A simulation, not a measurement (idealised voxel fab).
This is a process module. Its name is voxel self aligned vias.
The width of the displayed cross-section, cut, is 285 nm; its cells are square, with a size of 5 nm.
Format of a cross-section: grid, square cells. Given as bands. Order: top down. Band: one or more rows of cells. Band: top and bottom heights (nm) first, top before bottom; then materials from left to right, widths in nm. "everywhere" marks a sole material filling the band edge to edge. "empty" denotes empty space. Zero point of the height axis is 0; under it, received wafer = one material. Lowest band: continues down indefinitely, "0 nm and below". Graded width ("30..40"): value in top row of band = first number; value in bottom row = second number; row-to-row change constant. For the purposes of this document, the phrase "left unchanged" attached to a step denotes that no cell within the cross-section was modified by that step. Heads up: "Fully enclosed voids" only lists the empty pockets with no open path to the top that are 8 cells or more, and it writes them as width x height at distance, distance from the left edge, in nm. On a step's line, text after the settings is the simulator commenting on that step. "overlay nm", when on a step's line for a step with a mask, measures how far to the right of its planned place the mask lay; a negative measure means to the left. So the way this works: pairs, before and after one process step. The after picture only goes down to the lowest band that actually changed, nothing below. Step and its settings are under each pair. And watch out, pairs might come from different runs of this module, same starting wafer though, so a pair only follows on from the one above if its "Before step" entry tells you so.

# Before step
0 nm and below  Si everywhere
Fully enclosed voids: none

# Post-Step Cross-Section
15 nm to 0 nm  SiO2 everywhere
Below 0 it's all the same as before, nothing changed down there.
Fully enclosed voids: none
So what happened between those two cross-sections up there? CONFORMAL_DEP: material SiO2, thk nm 15

Before step: cross-section not repeated; it is the one shown after the step in the pair just above.

# Post-Step Cross-Section
20 nm to 15 nm  SiCN everywhere
Below 15 it's all the same as before, nothing changed down there.
Fully enclosed voids: none
So what happened between those two cross-sections up there? CONFORMAL_DEP: material SiCN, thk nm 5

Before step: cross-section not repeated; it is the one shown after the step in the pair just above.

# Post-Step Cross-Section
45 nm to 20 nm  lowk everywhere
Below 20 it's all the same as before, nothing changed down there.
Fully enclosed voids: none
So what happened between those two cross-sections up there? DIRECTIONAL_DEP: material lowk, thk nm 25

Before step: cross-section not repeated; it is the one shown after the step in the pair just above.

# Post-Step Cross-Section
45 nm to 20 nm  65 lowk | 30 empty | 30 lowk | 30 empty | 30 lowk | 30 empty | 70 lowk
Below 20 it's all the same as before, nothing changed down there.
Fully enclosed voids: none
So what happened between those two cross-sections up there? MASKED_ETCH: tone open, mask id LINES, width nm 30, pitch nm 60, etch materials lowk, depth nm 25, overlay nm 0

Before step: cross-section not repeated; it is the one shown after the step in the pair just above.

# Post-Step Cross-Section
50 nm to 45 nm  70 TiN | 20 empty | 40 TiN | 20 empty | 40 TiN | 20 empty | 75 TiN
45 nm to 25 nm  65 lowk | 5 TiN | 20 empty | 5 TiN | 30 lowk | 5 TiN | 20 empty | 5 TiN | 30 lowk | 5 TiN | 20 empty | 5 TiN | 70 lowk
25 nm to 20 nm  65 lowk | 30 TiN | 30 lowk | 30 TiN | 30 lowk | 30 TiN | 70 lowk
Below 20 it's all the same as before, nothing changed down there.
Fully enclosed voids: none
So what happened between those two cross-sections up there? CONFORMAL_DEP: material TiN, thk nm 5

Before step: cross-section not repeated; it is the one shown after the step in the pair just above.

# Post-Step Cross-Section
60 nm to 50 nm  W everywhere
50 nm to 45 nm  70 TiN | 20 W | 40 TiN | 20 W | 40 TiN | 20 W | 75 TiN
45 nm to 25 nm  65 lowk | 5 TiN | 20 W | 5 TiN | 30 lowk | 5 TiN | 20 W | 5 TiN | 30 lowk | 5 TiN | 20 W | 5 TiN | 70 lowk
Below 25 it's all the same as before, nothing changed down there.
Fully enclosed voids: none
So what happened between those two cross-sections up there? FILL_DEP: material W, thk nm 10

Before step: cross-section not repeated; it is the one shown after the step in the pair just above.

# Post-Step Cross-Section
45 nm to 25 nm  65 lowk | 5 TiN | 20 W | 5 TiN | 30 lowk | 5 TiN | 20 W | 5 TiN | 30 lowk | 5 TiN | 20 W | 5 TiN | 70 lowk
Below 25 it's all the same as before, nothing changed down there.
Fully enclosed voids: none
So what happened between those two cross-sections up there? CMP: height nm 45

Before step: cross-section not repeated; it is the one shown after the step in the pair just above.

# Post-Step Cross-Section
45 nm to 40 nm  65 lowk | 30 empty | 30 lowk | 30 empty | 30 lowk | 30 empty | 70 lowk
Below 40 it's all the same as before, nothing changed down there.
Fully enclosed voids: none
So what happened between those two cross-sections up there? SELECTIVE_ETCH: etch materials W Ru TiN, depth nm 5

Before step: cross-section not repeated; it is the one shown after the step in the pair just above.

# Post-Step Cross-Section
50 nm to 45 nm  SiN everywhere
45 nm to 40 nm  65 lowk | 30 SiN | 30 lowk | 30 SiN | 30 lowk | 30 SiN | 70 lowk
Below 40 it's all the same as before, nothing changed down there.
Fully enclosed voids: none
So what happened between those two cross-sections up there? FILL_DEP: material SiN, thk nm 5

Before step: cross-section not repeated; it is the one shown after the step in the pair just above.

# Post-Step Cross-Section
45 nm to 40 nm  65 lowk | 30 SiN | 30 lowk | 30 SiN | 30 lowk | 30 SiN | 70 lowk
Below 40 it's all the same as before, nothing changed down there.
Fully enclosed voids: none
So what happened between those two cross-sections up there? CMP: height nm 45

Before step: cross-section not repeated; it is the one shown after the step in the pair just above.

# Post-Step Cross-Section
65 nm to 45 nm  lowk everywhere
Below 45 it's all the same as before, nothing changed down there.
Fully enclosed voids: none
So what happened between those two cross-sections up there? DIRECTIONAL_DEP: material lowk, thk nm 20

Before step: cross-section not repeated; it is the one shown after the step in the pair just above.

# Post-Step Cross-Section
65 nm to 45 nm  60 lowk | 40 empty | 20 lowk | 40 empty | 20 lowk | 40 empty | 65 lowk
Below 45 it's all the same as before, nothing changed down there.
Fully enclosed voids: none
So what happened between those two cross-sections up there? MASKED_ETCH: tone open, mask id VIAS, width nm 40, pitch nm 60, etch materials lowk, depth nm 20, overlay nm 0

Before step: cross-section not repeated; it is the one shown after the step in the pair just above.

# Post-Step Cross-Section
65 nm to 45 nm  60 lowk | 40 empty | 20 lowk | 40 empty | 20 lowk | 40 empty | 65 lowk
45 nm to 40 nm  65 lowk | 30 empty | 30 lowk | 30 empty | 30 lowk | 30 empty | 70 lowk
Below 40 it's all the same as before, nothing changed down there.
Fully enclosed voids: none
So what happened between those two cross-sections up there? MASKED_ETCH: tone open, mask id VIAS, width nm 40, pitch nm 60, etch materials SiN, depth nm 5, overlay nm 0

Before step: cross-section not repeated; it is the one shown after the step in the pair just above.

# Post-Step Cross-Section
70 nm to 65 nm  65 TiN | 30 empty | 30 TiN | 30 empty | 30 TiN | 30 empty | 70 TiN
65 nm to 50 nm  60 lowk | 5 TiN | 30 empty | 5 TiN | 20 lowk | 5 TiN | 30 empty | 5 TiN | 20 lowk | 5 TiN | 30 empty | 5 TiN | 65 lowk
50 nm to 45 nm  60 lowk | 10 TiN | 20 empty | 10 TiN | 20 lowk | 10 TiN | 20 empty | 10 TiN | 20 lowk | 10 TiN | 20 empty | 10 TiN | 65 lowk
45 nm to 40 nm  65 lowk | 30 TiN | 30 lowk | 30 TiN | 30 lowk | 30 TiN | 70 lowk
Below 40 it's all the same as before, nothing changed down there.
Fully enclosed voids: none
So what happened between those two cross-sections up there? CONFORMAL_DEP: material TiN, thk nm 5

Before step: cross-section not repeated; it is the one shown after the step in the pair just above.

# Post-Step Cross-Section
75 nm to 70 nm  Cu everywhere
70 nm to 65 nm  65 TiN | 30 Cu | 30 TiN | 30 Cu | 30 TiN | 30 Cu | 70 TiN
65 nm to 50 nm  60 lowk | 5 TiN | 30 Cu | 5 TiN | 20 lowk | 5 TiN | 30 Cu | 5 TiN | 20 lowk | 5 TiN | 30 Cu | 5 TiN | 65 lowk
50 nm to 45 nm  60 lowk | 10 TiN | 20 Cu | 10 TiN | 20 lowk | 10 TiN | 20 Cu | 10 TiN | 20 lowk | 10 TiN | 20 Cu | 10 TiN | 65 lowk
Below 45 it's all the same as before, nothing changed down there.
Fully enclosed voids: none
So what happened between those two cross-sections up there? FILL_DEP: material Cu, thk nm 5

Before step: cross-section not repeated; it is the one shown after the step in the pair just above.

# Post-Step Cross-Section
65 nm to 50 nm  60 lowk | 5 TiN | 30 Cu | 5 TiN | 20 lowk | 5 TiN | 30 Cu | 5 TiN | 20 lowk | 5 TiN | 30 Cu | 5 TiN | 65 lowk
Below 50 it's all the same as before, nothing changed down there.
Fully enclosed voids: none
So what happened between those two cross-sections up there? CMP: height nm 65

Before step: cross-section not repeated; it is the one shown after the step in the pair just above.

# Post-Step Cross-Section
70 nm to 65 nm  SiCN everywhere
Below 65 it's all the same as before, nothing changed down there.
Fully enclosed voids: none
So what happened between those two cross-sections up there? CONFORMAL_DEP: material SiCN, thk nm 5

# Before step
15 nm to 0 nm  SiO2 everywhere
0 nm and below  Si everywhere
Fully enclosed voids: none

# Post-Step Cross-Section
40 nm to 15 nm  lowk everywhere
Below 15 it's all the same as before, nothing changed down there.
Fully enclosed voids: none
So what happened between those two cross-sections up there? DIRECTIONAL_DEP: material lowk, thk nm 25

Before step: cross-section not repeated; it is the one shown after the step in the pair just above.

# Post-Step Cross-Section
40 nm to 15 nm  65 lowk | 30 empty | 30 lowk | 30 empty | 30 lowk | 30 empty | 70 lowk
Below 15 it's all the same as before, nothing changed down there.
Fully enclosed voids: none
So what happened between those two cross-sections up there? MASKED_ETCH: tone open, mask id LINES, width nm 30, pitch nm 60, etch materials lowk, depth nm 25, overlay nm 0

Before step: cross-section not repeated; it is the one shown after the step in the pair just above.

# Post-Step Cross-Section
45 nm to 40 nm  70 TiN | 20 empty | 40 TiN | 20 empty | 40 TiN | 20 empty | 75 TiN
40 nm to 20 nm  65 lowk | 5 TiN | 20 empty | 5 TiN | 30 lowk | 5 TiN | 20 empty | 5 TiN | 30 lowk | 5 TiN | 20 empty | 5 TiN | 70 lowk
20 nm to 15 nm  65 lowk | 30 TiN | 30 lowk | 30 TiN | 30 lowk | 30 TiN | 70 lowk
Below 15 it's all the same as before, nothing changed down there.
Fully enclosed voids: none
So what happened between those two cross-sections up there? CONFORMAL_DEP: material TiN, thk nm 5

Before step: cross-section not repeated; it is the one shown after the step in the pair just above.

# Post-Step Cross-Section
55 nm to 45 nm  W everywhere
45 nm to 40 nm  70 TiN | 20 W | 40 TiN | 20 W | 40 TiN | 20 W | 75 TiN
40 nm to 20 nm  65 lowk | 5 TiN | 20 W | 5 TiN | 30 lowk | 5 TiN | 20 W | 5 TiN | 30 lowk | 5 TiN | 20 W | 5 TiN | 70 lowk
Below 20 it's all the same as before, nothing changed down there.
Fully enclosed voids: none
So what happened between those two cross-sections up there? FILL_DEP: material W, thk nm 10

Before step: cross-section not repeated; it is the one shown after the step in the pair just above.

# Post-Step Cross-Section
45 nm to 40 nm  70 TiN | 20 W | 40 TiN | 20 W | 40 TiN | 20 W | 75 TiN
Below 40 it's all the same as before, nothing changed down there.
Fully enclosed voids: none
So what happened between those two cross-sections up there? CMP: height nm 45

Before step: cross-section not repeated; it is the one shown after the step in the pair just above.

# Post-Step Cross-Section
40 nm to 20 nm  65 lowk | 5 TiN | 20 W | 5 TiN | 30 lowk | 5 TiN | 20 W | 5 TiN | 30 lowk | 5 TiN | 20 W | 5 TiN | 70 lowk
Below 20 it's all the same as before, nothing changed down there.
Fully enclosed voids: none
So what happened between those two cross-sections up there? SELECTIVE_ETCH: etch materials W Ru TiN, depth nm 5

Before step: cross-section not repeated; it is the one shown after the step in the pair just above.

# Post-Step Cross-Section
45 nm to 40 nm  SiN everywhere
Below 40 it's all the same as before, nothing changed down there.
Fully enclosed voids: none
So what happened between those two cross-sections up there? FILL_DEP: material SiN, thk nm 5

Before step: cross-section not repeated; it is the one shown after the step in the pair just above.

# Post-Step Cross-Section
65 nm to 45 nm  lowk everywhere
Below 45 it's all the same as before, nothing changed down there.
Fully enclosed voids: none
So what happened between those two cross-sections up there? DIRECTIONAL_DEP: material lowk, thk nm 20

Before step: cross-section not repeated; it is the one shown after the step in the pair just above.

# Post-Step Cross-Section
65 nm to 45 nm  60 lowk | 40 empty | 20 lowk | 40 empty | 20 lowk | 40 empty | 65 lowk
Below 45 it's all the same as before, nothing changed down there.
Fully enclosed voids: none
So what happened between those two cross-sections up there? MASKED_ETCH: tone open, mask id VIAS, width nm 40, pitch nm 60, etch materials lowk, depth nm 20, overlay nm 0

Before step: cross-section not repeated; it is the one shown after the step in the pair just above.

# Post-Step Cross-Section
65 nm to 45 nm  60 lowk | 40 empty | 20 lowk | 40 empty | 20 lowk | 40 empty | 65 lowk
45 nm to 40 nm  60 SiN | 40 empty | 20 SiN | 40 empty | 20 SiN | 40 empty | 65 SiN
Below 40 it's all the same as before, nothing changed down there.
Fully enclosed voids: none
So what happened between those two cross-sections up there? MASKED_ETCH: tone open, mask id VIAS, width nm 40, pitch nm 60, etch materials SiN, depth nm 5, overlay nm 0

Before step: cross-section not repeated; it is the one shown after the step in the pair just above.

# Post-Step Cross-Section
70 nm to 65 nm  65 TiN | 30 empty | 30 TiN | 30 empty | 30 TiN | 30 empty | 70 TiN
65 nm to 45 nm  60 lowk | 5 TiN | 30 empty | 5 TiN | 20 lowk | 5 TiN | 30 empty | 5 TiN | 20 lowk | 5 TiN | 30 empty | 5 TiN | 65 lowk
45 nm to 40 nm  60 SiN | 40 TiN | 20 SiN | 40 TiN | 20 SiN | 40 TiN | 65 SiN
Below 40 it's all the same as before, nothing changed down there.
Fully enclosed voids: none
So what happened between those two cross-sections up there? CONFORMAL_DEP: material TiN, thk nm 5

Before step: cross-section not repeated; it is the one shown after the step in the pair just above.

# Post-Step Cross-Section
75 nm to 70 nm  Cu everywhere
70 nm to 65 nm  65 TiN | 30 Cu | 30 TiN | 30 Cu | 30 TiN | 30 Cu | 70 TiN
65 nm to 45 nm  60 lowk | 5 TiN | 30 Cu | 5 TiN | 20 lowk | 5 TiN | 30 Cu | 5 TiN | 20 lowk | 5 TiN | 30 Cu | 5 TiN | 65 lowk
Below 45 it's all the same as before, nothing changed down there.
Fully enclosed voids: none
So what happened between those two cross-sections up there? FILL_DEP: material Cu, thk nm 5

Before step: cross-section not repeated; it is the one shown after the step in the pair just above.

# Post-Step Cross-Section
65 nm to 45 nm  60 lowk | 5 TiN | 30 Cu | 5 TiN | 20 lowk | 5 TiN | 30 Cu | 5 TiN | 20 lowk | 5 TiN | 30 Cu | 5 TiN | 65 lowk
Below 45 it's all the same as before, nothing changed down there.
Fully enclosed voids: none
So what happened between those two cross-sections up there? CMP: height nm 65

Before step: cross-section not repeated; it is the one shown after the step in the pair just above.

# Post-Step Cross-Section
70 nm to 65 nm  SiCN everywhere
Below 65 it's all the same as before, nothing changed down there.
Fully enclosed voids: none
So what happened between those two cross-sections up there? CONFORMAL_DEP: material SiCN, thk nm 5

# Before step
15 nm to 0 nm  SiO2 everywhere
0 nm and below  Si everywhere
Fully enclosed voids: none

# Post-Step Cross-Section
30 nm to 0 nm  SiO2 everywhere
Below 0 it's all the same as before, nothing changed down there.
Fully enclosed voids: none
So what happened between those two cross-sections up there? CONFORMAL_DEP: material SiO2, thk nm 15

Before step: cross-section not repeated; it is the one shown after the step in the pair just above.

# Post-Step Cross-Section
35 nm to 30 nm  SiCN everywhere
Below 30 it's all the same as before, nothing changed down there.
Fully enclosed voids: none
So what happened between those two cross-sections up there? CONFORMAL_DEP: material SiCN, thk nm 5

Before step: cross-section not repeated; it is the one shown after the step in the pair just above.

# Post-Step Cross-Section
60 nm to 35 nm  lowk everywhere
Below 35 it's all the same as before, nothing changed down there.
Fully enclosed voids: none
So what happened between those two cross-sections up there? DIRECTIONAL_DEP: material lowk, thk nm 25

Before step: cross-section not repeated; it is the one shown after the step in the pair just above.

# Post-Step Cross-Section
60 nm to 35 nm  65 lowk | 30 empty | 30 lowk | 30 empty | 30 lowk | 30 empty | 70 lowk
Below 35 it's all the same as before, nothing changed down there.
Fully enclosed voids: none
So what happened between those two cross-sections up there? MASKED_ETCH: tone open, mask id LINES, width nm 30, pitch nm 60, etch materials lowk, depth nm 25, overlay nm 0

Before step: cross-section not repeated; it is the one shown after the step in the pair just above.

# Post-Step Cross-Section
65 nm to 60 nm  70 TiN | 20 empty | 40 TiN | 20 empty | 40 TiN | 20 empty | 75 TiN
60 nm to 40 nm  65 lowk | 5 TiN | 20 empty | 5 TiN | 30 lowk | 5 TiN | 20 empty | 5 TiN | 30 lowk | 5 TiN | 20 empty | 5 TiN | 70 lowk
40 nm to 35 nm  65 lowk | 30 TiN | 30 lowk | 30 TiN | 30 lowk | 30 TiN | 70 lowk
Below 35 it's all the same as before, nothing changed down there.
Fully enclosed voids: none
So what happened between those two cross-sections up there? CONFORMAL_DEP: material TiN, thk nm 5

Before step: cross-section not repeated; it is the one shown after the step in the pair just above.

# Post-Step Cross-Section
75 nm to 65 nm  W everywhere
65 nm to 60 nm  70 TiN | 20 W | 40 TiN | 20 W | 40 TiN | 20 W | 75 TiN
60 nm to 40 nm  65 lowk | 5 TiN | 20 W | 5 TiN | 30 lowk | 5 TiN | 20 W | 5 TiN | 30 lowk | 5 TiN | 20 W | 5 TiN | 70 lowk
Below 40 it's all the same as before, nothing changed down there.
Fully enclosed voids: none
So what happened between those two cross-sections up there? FILL_DEP: material W, thk nm 10

Before step: cross-section not repeated; it is the one shown after the step in the pair just above.

# Post-Step Cross-Section
45 nm to 40 nm  65 lowk | 5 TiN | 20 W | 5 TiN | 30 lowk | 5 TiN | 20 W | 5 TiN | 30 lowk | 5 TiN | 20 W | 5 TiN | 70 lowk
Below 40 it's all the same as before, nothing changed down there.
Fully enclosed voids: none
So what happened between those two cross-sections up there? CMP: height nm 45

Before step: cross-section not repeated; it is the one shown after the step in the pair just above.

# Post-Step Cross-Section
45 nm to 40 nm  65 lowk | 30 empty | 30 lowk | 30 empty | 30 lowk | 30 empty | 70 lowk
Below 40 it's all the same as before, nothing changed down there.
Fully enclosed voids: none
So what happened between those two cross-sections up there? SELECTIVE_ETCH: etch materials W Ru TiN, depth nm 5

Before step: cross-section not repeated; it is the one shown after the step in the pair just above.

# Post-Step Cross-Section
50 nm to 45 nm  SiN everywhere
45 nm to 40 nm  65 lowk | 30 SiN | 30 lowk | 30 SiN | 30 lowk | 30 SiN | 70 lowk
Below 40 it's all the same as before, nothing changed down there.
Fully enclosed voids: none
So what happened between those two cross-sections up there? FILL_DEP: material SiN, thk nm 5

Before step: cross-section not repeated; it is the one shown after the step in the pair just above.

# Post-Step Cross-Section
45 nm to 40 nm  65 lowk | 30 SiN | 30 lowk | 30 SiN | 30 lowk | 30 SiN | 70 lowk
Below 40 it's all the same as before, nothing changed down there.
Fully enclosed voids: none
So what happened between those two cross-sections up there? CMP: height nm 45

Before step: cross-section not repeated; it is the one shown after the step in the pair just above.

# Post-Step Cross-Section
65 nm to 45 nm  lowk everywhere
Below 45 it's all the same as before, nothing changed down there.
Fully enclosed voids: none
So what happened between those two cross-sections up there? DIRECTIONAL_DEP: material lowk, thk nm 20

Before step: cross-section not repeated; it is the one shown after the step in the pair just above.

# Post-Step Cross-Section
65 nm to 45 nm  60 lowk | 40 empty | 20 lowk | 40 empty | 20 lowk | 40 empty | 65 lowk
Below 45 it's all the same as before, nothing changed down there.
Fully enclosed voids: none
So what happened between those two cross-sections up there? MASKED_ETCH: tone open, mask id VIAS, width nm 40, pitch nm 60, etch materials lowk, depth nm 20, overlay nm 0

Before step: cross-section not repeated; it is the one shown after the step in the pair just above.

# Post-Step Cross-Section
65 nm to 45 nm  60 lowk | 40 empty | 20 lowk | 40 empty | 20 lowk | 40 empty | 65 lowk
45 nm to 40 nm  65 lowk | 30 empty | 30 lowk | 30 empty | 30 lowk | 30 empty | 70 lowk
Below 40 it's all the same as before, nothing changed down there.
Fully enclosed voids: none
So what happened between those two cross-sections up there? MASKED_ETCH: tone open, mask id VIAS, width nm 40, pitch nm 60, etch materials SiN, depth nm 5, overlay nm 0

Before step: cross-section not repeated; it is the one shown after the step in the pair just above.

# Post-Step Cross-Section
70 nm to 65 nm  65 TiN | 30 empty | 30 TiN | 30 empty | 30 TiN | 30 empty | 70 TiN
65 nm to 50 nm  60 lowk | 5 TiN | 30 empty | 5 TiN | 20 lowk | 5 TiN | 30 empty | 5 TiN | 20 lowk | 5 TiN | 30 empty | 5 TiN | 65 lowk
50 nm to 45 nm  60 lowk | 10 TiN | 20 empty | 10 TiN | 20 lowk | 10 TiN | 20 empty | 10 TiN | 20 lowk | 10 TiN | 20 empty | 10 TiN | 65 lowk
45 nm to 35 nm  65 lowk | 30 TiN | 30 lowk | 30 TiN | 30 lowk | 30 TiN | 70 lowk
Below 35 it's all the same as before, nothing changed down there.
Fully enclosed voids: none
So what happened between those two cross-sections up there? CONFORMAL_DEP: material TiN, thk nm 5

Before step: cross-section not repeated; it is the one shown after the step in the pair just above.

# Post-Step Cross-Section
75 nm to 70 nm  Cu everywhere
70 nm to 65 nm  65 TiN | 30 Cu | 30 TiN | 30 Cu | 30 TiN | 30 Cu | 70 TiN
65 nm to 50 nm  60 lowk | 5 TiN | 30 Cu | 5 TiN | 20 lowk | 5 TiN | 30 Cu | 5 TiN | 20 lowk | 5 TiN | 30 Cu | 5 TiN | 65 lowk
50 nm to 45 nm  60 lowk | 10 TiN | 20 Cu | 10 TiN | 20 lowk | 10 TiN | 20 Cu | 10 TiN | 20 lowk | 10 TiN | 20 Cu | 10 TiN | 65 lowk
Below 45 it's all the same as before, nothing changed down there.
Fully enclosed voids: none
So what happened between those two cross-sections up there? FILL_DEP: material Cu, thk nm 5

Before step: cross-section not repeated; it is the one shown after the step in the pair just above.

# Post-Step Cross-Section
65 nm to 50 nm  60 lowk | 5 TiN | 30 Cu | 5 TiN | 20 lowk | 5 TiN | 30 Cu | 5 TiN | 20 lowk | 5 TiN | 30 Cu | 5 TiN | 65 lowk
Below 50 it's all the same as before, nothing changed down there.
Fully enclosed voids: none
So what happened between those two cross-sections up there? CMP: height nm 65

Before step: cross-section not repeated; it is the one shown after the step in the pair just above.

# Post-Step Cross-Section
70 nm to 65 nm  SiCN everywhere
Below 65 it's all the same as before, nothing changed down there.
Fully enclosed voids: none
So what happened between those two cross-sections up there? CONFORMAL_DEP: material SiCN, thk nm 5

# Before step
40 nm to 15 nm  lowk everywhere
15 nm to 0 nm  SiO2 everywhere
0 nm and below  Si everywhere
Fully enclosed voids: none

# Post-Step Cross-Section
45 nm to 40 nm  SiCN everywhere
Below 40 it's all the same as before, nothing changed down there.
Fully enclosed voids: none
So what happened between those two cross-sections up there? CONFORMAL_DEP: material SiCN, thk nm 5

Before step: cross-section not repeated; it is the one shown after the step in the pair just above.

# Post-Step Cross-Section
50 nm to 45 nm  TiN everywhere
Below 45 it's all the same as before, nothing changed down there.
Fully enclosed voids: none
So what happened between those two cross-sections up there? CONFORMAL_DEP: material TiN, thk nm 5

Before step: cross-section not repeated; it is the one shown after the step in the pair just above.

# Post-Step Cross-Section
60 nm to 50 nm  W everywhere
Below 50 it's all the same as before, nothing changed down there.
Fully enclosed voids: none
So what happened between those two cross-sections up there? FILL_DEP: material W, thk nm 10

Before step: cross-section not repeated; it is the one shown after the step in the pair just above.

# Post-Step Cross-Section
45 nm to 40 nm  SiCN everywhere
Below 40 it's all the same as before, nothing changed down there.
Fully enclosed voids: none
So what happened between those two cross-sections up there? CMP: height nm 45

Before step: cross-section not repeated; it is the one shown after the step in the pair just above.

# Post-Step Cross-Section
50 nm to 45 nm  SiN everywhere
Below 45 it's all the same as before, nothing changed down there.
Fully enclosed voids: none
So what happened between those two cross-sections up there? FILL_DEP: material SiN, thk nm 5

Before step: cross-section not repeated; it is the one shown after the step in the pair just above.

# Post-Step Cross-Section
45 nm to 40 nm  SiCN everywhere
Below 40 it's all the same as before, nothing changed down there.
Fully enclosed voids: none
So what happened between those two cross-sections up there? CMP: height nm 45

Before step: cross-section not repeated; it is the one shown after the step in the pair just above.

# Post-Step Cross-Section
65 nm to 45 nm  lowk everywhere
Below 45 it's all the same as before, nothing changed down there.
Fully enclosed voids: none
So what happened between those two cross-sections up there? DIRECTIONAL_DEP: material lowk, thk nm 20

Before step: cross-section not repeated; it is the one shown after the step in the pair just above.

# Post-Step Cross-Section
65 nm to 45 nm  60 lowk | 40 empty | 20 lowk | 40 empty | 20 lowk | 40 empty | 65 lowk
Below 45 it's all the same as before, nothing changed down there.
Fully enclosed voids: none
So what happened between those two cross-sections up there? MASKED_ETCH: tone open, mask id VIAS, width nm 40, pitch nm 60, etch materials lowk, depth nm 20, overlay nm 0

Before step: cross-section not repeated; it is the one shown after the step in the pair just above.

# Post-Step Cross-Section
70 nm to 65 nm  65 TiN | 30 empty | 30 TiN | 30 empty | 30 TiN | 30 empty | 70 TiN
65 nm to 50 nm  60 lowk | 5 TiN | 30 empty | 5 TiN | 20 lowk | 5 TiN | 30 empty | 5 TiN | 20 lowk | 5 TiN | 30 empty | 5 TiN | 65 lowk
50 nm to 45 nm  60 lowk | 40 TiN | 20 lowk | 40 TiN | 20 lowk | 40 TiN | 65 lowk
Below 45 it's all the same as before, nothing changed down there.
Fully enclosed voids: none
So what happened between those two cross-sections up there? CONFORMAL_DEP: material TiN, thk nm 5

Before step: cross-section not repeated; it is the one shown after the step in the pair just above.

# Post-Step Cross-Section
75 nm to 70 nm  Cu everywhere
70 nm to 65 nm  65 TiN | 30 Cu | 30 TiN | 30 Cu | 30 TiN | 30 Cu | 70 TiN
65 nm to 50 nm  60 lowk | 5 TiN | 30 Cu | 5 TiN | 20 lowk | 5 TiN | 30 Cu | 5 TiN | 20 lowk | 5 TiN | 30 Cu | 5 TiN | 65 lowk
Below 50 it's all the same as before, nothing changed down there.
Fully enclosed voids: none
So what happened between those two cross-sections up there? FILL_DEP: material Cu, thk nm 5

Before step: cross-section not repeated; it is the one shown after the step in the pair just above.

# Post-Step Cross-Section
65 nm to 50 nm  60 lowk | 5 TiN | 30 Cu | 5 TiN | 20 lowk | 5 TiN | 30 Cu | 5 TiN | 20 lowk | 5 TiN | 30 Cu | 5 TiN | 65 lowk
Below 50 it's all the same as before, nothing changed down there.
Fully enclosed voids: none
So what happened between those two cross-sections up there? CMP: height nm 65

Before step: cross-section not repeated; it is the one shown after the step in the pair just above.

# Post-Step Cross-Section
70 nm to 65 nm  SiCN everywhere
Below 65 it's all the same as before, nothing changed down there.
Fully enclosed voids: none
So what happened between those two cross-sections up there? CONFORMAL_DEP: material SiCN, thk nm 5

# Before step
45 nm to 40 nm  65 lowk | 30 SiN | 30 lowk | 30 SiN | 30 lowk | 30 SiN | 70 lowk
40 nm to 25 nm  65 lowk | 5 TiN | 20 W | 5 TiN | 30 lowk | 5 TiN | 20 W | 5 TiN | 30 lowk | 5 TiN | 20 W | 5 TiN | 70 lowk
25 nm to 20 nm  65 lowk | 30 TiN | 30 lowk | 30 TiN | 30 lowk | 30 TiN | 70 lowk
20 nm to 15 nm  SiCN everywhere
15 nm to 0 nm  SiO2 everywhere
0 nm and below  Si everywhere
Fully enclosed voids: none

# Post-Step Cross-Section
55 nm to 45 nm  lowk everywhere
Below 45 it's all the same as before, nothing changed down there.
Fully enclosed voids: none
So what happened between those two cross-sections up there? DIRECTIONAL_DEP: material lowk, thk nm 10

Before step: cross-section not repeated; it is the one shown after the step in the pair just above.

# Post-Step Cross-Section
55 nm to 45 nm  60 lowk | 40 empty | 20 lowk | 40 empty | 20 lowk | 40 empty | 65 lowk
45 nm to 40 nm  60 lowk | 5 empty | 30 SiN | 5 empty | 20 lowk | 5 empty | 30 SiN | 5 empty | 20 lowk | 5 empty | 30 SiN | 5 empty | 65 lowk
40 nm to 35 nm  60 lowk | 5 empty | 5 TiN | 20 W | 5 TiN | 5 empty | 20 lowk | 5 empty | 5 TiN | 20 W | 5 TiN | 5 empty | 20 lowk | 5 empty | 5 TiN | 20 W | 5 TiN | 5 empty | 65 lowk
Below 35 it's all the same as before, nothing changed down there.
Fully enclosed voids: none
So what happened between those two cross-sections up there? MASKED_ETCH: tone open, mask id VIAS, width nm 40, pitch nm 60, etch materials lowk, depth nm 20, overlay nm 0

Before step: cross-section not repeated; it is the one shown after the step in the pair just above.

# Post-Step Cross-Section
55 nm to 40 nm  60 lowk | 40 empty | 20 lowk | 40 empty | 20 lowk | 40 empty | 65 lowk
Below 40 it's all the same as before, nothing changed down there.
Fully enclosed voids: none
So what happened between those two cross-sections up there? MASKED_ETCH: tone open, mask id VIAS, width nm 40, pitch nm 60, etch materials SiN, depth nm 5, overlay nm 0

Before step: cross-section not repeated; it is the one shown after the step in the pair just above.

# Post-Step Cross-Section
60 nm to 55 nm  65 TiN | 30 empty | 30 TiN | 30 empty | 30 TiN | 30 empty | 70 TiN
55 nm to 45 nm  60 lowk | 5 TiN | 30 empty | 5 TiN | 20 lowk | 5 TiN | 30 empty | 5 TiN | 20 lowk | 5 TiN | 30 empty | 5 TiN | 65 lowk
45 nm to 40 nm  60 lowk | 40 TiN | 20 lowk | 40 TiN | 20 lowk | 40 TiN | 65 lowk
40 nm to 35 nm  60 lowk | 10 TiN | 20 W | 10 TiN | 20 lowk | 10 TiN | 20 W | 10 TiN | 20 lowk | 10 TiN | 20 W | 10 TiN | 65 lowk
Below 35 it's all the same as before, nothing changed down there.
Fully enclosed voids: none
So what happened between those two cross-sections up there? CONFORMAL_DEP: material TiN, thk nm 5

Before step: cross-section not repeated; it is the one shown after the step in the pair just above.

# Post-Step Cross-Section
65 nm to 60 nm  Cu everywhere
60 nm to 55 nm  65 TiN | 30 Cu | 30 TiN | 30 Cu | 30 TiN | 30 Cu | 70 TiN
55 nm to 45 nm  60 lowk | 5 TiN | 30 Cu | 5 TiN | 20 lowk | 5 TiN | 30 Cu | 5 TiN | 20 lowk | 5 TiN | 30 Cu | 5 TiN | 65 lowk
Below 45 it's all the same as before, nothing changed down there.
Fully enclosed voids: none
So what happened between those two cross-sections up there? FILL_DEP: material Cu, thk nm 5

Before step: cross-section not repeated; it is the one shown after the step in the pair just above.

# Post-Step Cross-Section
70 nm to 65 nm  SiCN everywhere
Below 65 it's all the same as before, nothing changed down there.
Fully enclosed voids: none
So what happened between those two cross-sections up there? CONFORMAL_DEP: material SiCN, thk nm 5
